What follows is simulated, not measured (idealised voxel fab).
The following process module bears the name voxel released beams.
We display cut, a cross-section 295 nm in width whose square cells are each 5 nm.
This document writes a cross-section as a grid whose cells are square, and gives it as bands, listed from the top down; one or more rows of cells form a band. Read a band's entry like this: the first values are the height of its top and the height of its bottom in nm, and what follows is the sequence of materials from left to right, each with its width in nm. Note that "blank" is empty space, and that a single material marked "full width" reaches across the band from edge to edge. Heights from 0 (as-received wafer is one material below). Bottom band endless downward, as "0 and below". A width such as "30->40" changes by the same amount from each row of cells to the next, from the band's top row to its bottom row. Step note "stayed the same" = no cross-section cell changed. The list in "Closed void table" covers empty spaces of 8 cells or more that cannot reach the top through any open way, and it gives each as width x height at distance; the distance is from the left edge, and width, height and distance are in nm. Step line, after settings: the simulator's comment on this step. "overlay nm" on a masked step: distance the mask lay right of its planned place, negative for left.
# Planned process steps
| 1 | RECEIVE [material Si] |
| 2 | CONFORMAL_DEP [material Al2O3] [thk nm 5] |
| 3 | DIRECTIONAL_DEP [material SiO2] [thk nm 15] |
| 4 | DIRECTIONAL_DEP [material aC] [thk nm 15] |
| 5 | PATTERN [tone open] [mask id ANCHOR] [material resist] [width nm 40] [thk nm 35] [overlay nm 0] |
| 6 | DIRECTIONAL_ETCH [etch materials aC] [depth nm 15] |
| 7 | STRIP [etch materials resist] |
| 8 | DIRECTIONAL_ETCH [etch materials SiO2] [depth nm 15] |
| 9 | STRIP [etch materials aC] |
| 10 | CONFORMAL_DEP [material SiN] [thk nm 15] |
| 11 | DIRECTIONAL_DEP [material aC] [thk nm 15] |
| 12 | PATTERN [tone cover] [mask id BEAM] [material resist] [width nm 95] [thk nm 30] [overlay nm 0] |
| 13 | DIRECTIONAL_ETCH [etch materials aC] [depth nm 15] |
| 14 | STRIP [etch materials resist] |
| 15 | DIRECTIONAL_ETCH [etch materials SiN] [depth nm 15] |
| 16 | STRIP [etch materials aC] |
| 17 | STRIP [etch materials SiO2] |
# Delivered wafer in cross-section: state after step 1
> 0 and below = Si full width
> Closed void table: none
# The plan above was carried out on the starting structure above with one mistake, and this cross-section shows the wafer at the end of the module
> 50 down to 35 = blank (95); SiN (95); blank (105)
> 35 down to 20 = Al2O3 full width
> 20 down to 5 = SiO2 full width
> 5 down to 0 = Al2O3 full width
> 0 and below = Si full width
> Closed void table: none
Against the plan, the run slipped here: note that step 4 departed from the planned setting and was carried out as DIRECTIONAL_DEP [material Al2O3] [thk nm 15]
